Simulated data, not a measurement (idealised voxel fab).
process module | voxel wiring stack
cross-section cut | 250 nm wide | cells 5 nm
A cross-section is a grid of square cells, given in bands from the top down. A band is one or more rows of cells.
Each band's line starts with the height of the band's top and of its bottom, in nm. Then come its materials from left to right, each with its width in nm. One material with "throughout" fills the band from edge to edge. "air" is empty space.
Height 0 is the level under which the wafer as received is all one material. The lowest band goes on downwards, as in "0 down".
A width such as "30 to 40" changes by the same amount from each row of cells to the next, from the band's top row to its bottom row.
"no change" after a step means that no cell of the cross-section changed.
closed voids: empty space of 8 cells or more with no open way to the top, each as width x height at its distance from the left edge, in nm
after a step's settings: what the simulator itself notes on the step
overlay nm, on a step with a mask: how far to the right of its planned place the mask lay; to the left if negative
plan
1 op RECEIVE | material Si
2 op CONFORMAL_DEP | material SiO2 | thk nm 15
3 op CONFORMAL_DEP | material SiN | thk nm 5
4 op DIRECTIONAL_DEP | material lowk | thk nm 25
5 op DIRECTIONAL_DEP | material aC | thk nm 10
6 op PATTERN | tone open | mask id METAL_1 | material resist | width nm 25 | pitch nm 45 | thk nm 25 | overlay nm 0
7 op DIRECTIONAL_ETCH | etch materials aC | depth nm 10
8 op STRIP | etch materials resist
9 op DIRECTIONAL_ETCH | etch materials lowk | depth nm 25
10 op DIRECTIONAL_ETCH | etch materials SiN | depth nm 5
11 op STRIP | etch materials aC
12 op CONFORMAL_DEP | material TiN | thk nm 5
13 op FILL_DEP | material W | thk nm 10
14 op CMP | height nm 45
15 op CONFORMAL_DEP | material SiCN | thk nm 5
16 op DIRECTIONAL_DEP | material lowk | thk nm 20
17 op MASKED_ETCH | tone open | mask id PLUG_1 | width nm 15 | pitch nm 90 | etch materials lowk | depth nm 20 | overlay nm 0
18 op MASKED_ETCH | tone open | mask id PLUG_1 | width nm 15 | pitch nm 90 | etch materials SiCN | depth nm 5 | overlay nm 0
19 op EPI | material Ru | thk nm 10
20 op EPI | material Ru | thk nm 10
21 op EPI | material Ru | thk nm 5
22 op CONFORMAL_DEP | material SiN | thk nm 5
23 op DIRECTIONAL_DEP | material lowk | thk nm 25
24 op MASKED_ETCH | tone open | mask id METAL_2 | width nm 25 | pitch nm 45 | etch materials lowk | depth nm 25 | overlay nm 0
25 op MASKED_ETCH | tone open | mask id METAL_2 | width nm 25 | pitch nm 45 | etch materials SiN | depth nm 5 | overlay nm 0
26 op CONFORMAL_DEP | material TiN | thk nm 5
27 op FILL_DEP | material Ru | thk nm 10
28 op CMP | height nm 100
29 op CONFORMAL_DEP | material SiCN | thk nm 5
30 op DIRECTIONAL_DEP | material lowk | thk nm 10
31 op PATTERN | tone open | mask id PLUG_2 | material resist | width nm 15 | pitch nm 45 | thk nm 20 | overlay nm 0
32 op DIRECTIONAL_ETCH | etch materials lowk | depth nm 10
33 op DIRECTIONAL_ETCH | etch materials SiCN | depth nm 5
34 op STRIP | etch materials resist
35 op CONFORMAL_DEP | material TiN | thk nm 5
36 op FILL_DEP | material W | thk nm 10
37 op CMP | height nm 115
38 op DIRECTIONAL_DEP | material TiN | thk nm 5
39 op DIRECTIONAL_DEP | material W | thk nm 15
40 op DIRECTIONAL_DEP | material aC | thk nm 10
41 op PATTERN | tone cover | mask id METAL_3 | material resist | width nm 25 | pitch nm 45 | thk nm 30 | overlay nm 0
42 op DIRECTIONAL_ETCH | etch materials aC | depth nm 10
43 op STRIP | etch materials resist
44 op DIRECTIONAL_ETCH | etch materials W | depth nm 15
45 op DIRECTIONAL_ETCH | etch materials TiN | depth nm 5
46 op STRIP | etch materials aC
47 op FILL_DEP | material lowk | thk nm 10
48 op CMP | height nm 135
49 op CONFORMAL_DEP | material SiN | thk nm 5
as received, after step 1
  0 down: Si throughout
  closed voids: none
a wafer at the end: this start, this plan, one mistake
  140 to 135: SiN throughout
  135 to 120: lowk 45 | W 25 | lowk 20 | W 25 | lowk 20 | W 25 | lowk 20 | W 25 | lowk 45
  120 to 115: lowk 45 | TiN 25 | lowk 20 | TiN 25 | lowk 20 | TiN 25 | lowk 20 | TiN 25 | lowk 45
  115 to 105: lowk 45 | TiN 5 | W 5 | TiN 5 | lowk 30 | TiN 5 | W 5 | TiN 5 | lowk 30 | TiN 5 | W 5 | TiN 5 | lowk 30 | TiN 5 | W 5 | TiN 5 | lowk 55
  105 to 100: SiCN 45 | TiN 15 | SiCN 30 | TiN 15 | SiCN 30 | TiN 15 | SiCN 30 | TiN 15 | SiCN 55
  100 to 85: Ru 35 | TiN 5 | lowk 5 | TiN 5 | Ru 75 | TiN 5 | lowk 5 | TiN 5 | Ru 110
  85 to 80: TiN 40 | lowk 5 | TiN 5 | Ru 15 | TiN 30 | Ru 15 | TiN 20 | lowk 5 | TiN 5 | Ru 15 | TiN 30 | Ru 15 | TiN 50
  80 to 75: lowk 45 | TiN 5 | Ru 15 | TiN 5 | lowk 20 | TiN 5 | Ru 15 | TiN 5 | lowk 20 | TiN 5 | Ru 15 | TiN 5 | lowk 20 | TiN 5 | Ru 15 | TiN 5 | lowk 45
  75 to 70: lowk 40 | SiN 5 | TiN 25 | lowk 20 | TiN 5 | Ru 15 | TiN 5 | lowk 15 | SiN 5 | TiN 25 | lowk 20 | TiN 5 | Ru 15 | TiN 5 | lowk 45
  70 to 55: lowk 40 | SiN 5 | lowk 15 | SiN 5 | TiN 5 | lowk 20 | TiN 5 | Ru 15 | TiN 5 | lowk 15 | SiN 5 | lowk 15 | SiN 5 | TiN 5 | lowk 20 | TiN 5 | Ru 15 | TiN 5 | lowk 45
  55 to 50: SiN 45 | lowk 15 | SiN 5 | TiN 5 | SiN 20 | TiN 25 | SiN 20 | lowk 15 | SiN 5 | TiN 5 | SiN 20 | TiN 25 | SiN 45
  50 to 45: SiCN throughout
  45 to 20: lowk 45 | TiN 5 | W 15 | TiN 5 | lowk 20 | TiN 5 | W 15 | TiN 5 | lowk 20 | TiN 5 | W 15 | TiN 5 | lowk 20 | TiN 5 | W 15 | TiN 5 | lowk 45
  20 to 15: SiN 45 | TiN 25 | SiN 20 | TiN 25 | SiN 20 | TiN 25 | SiN 20 | TiN 25 | SiN 45
  15 to 0: SiO2 throughout
  0 down: Si throughout
  closed voids: none
what went wrong: step 17 ran as: op MASKED_ETCH | tone cover | mask id PLUG_1 | width nm 15 | pitch nm 90 | etch materials lowk | depth nm 20 | overlay nm 0
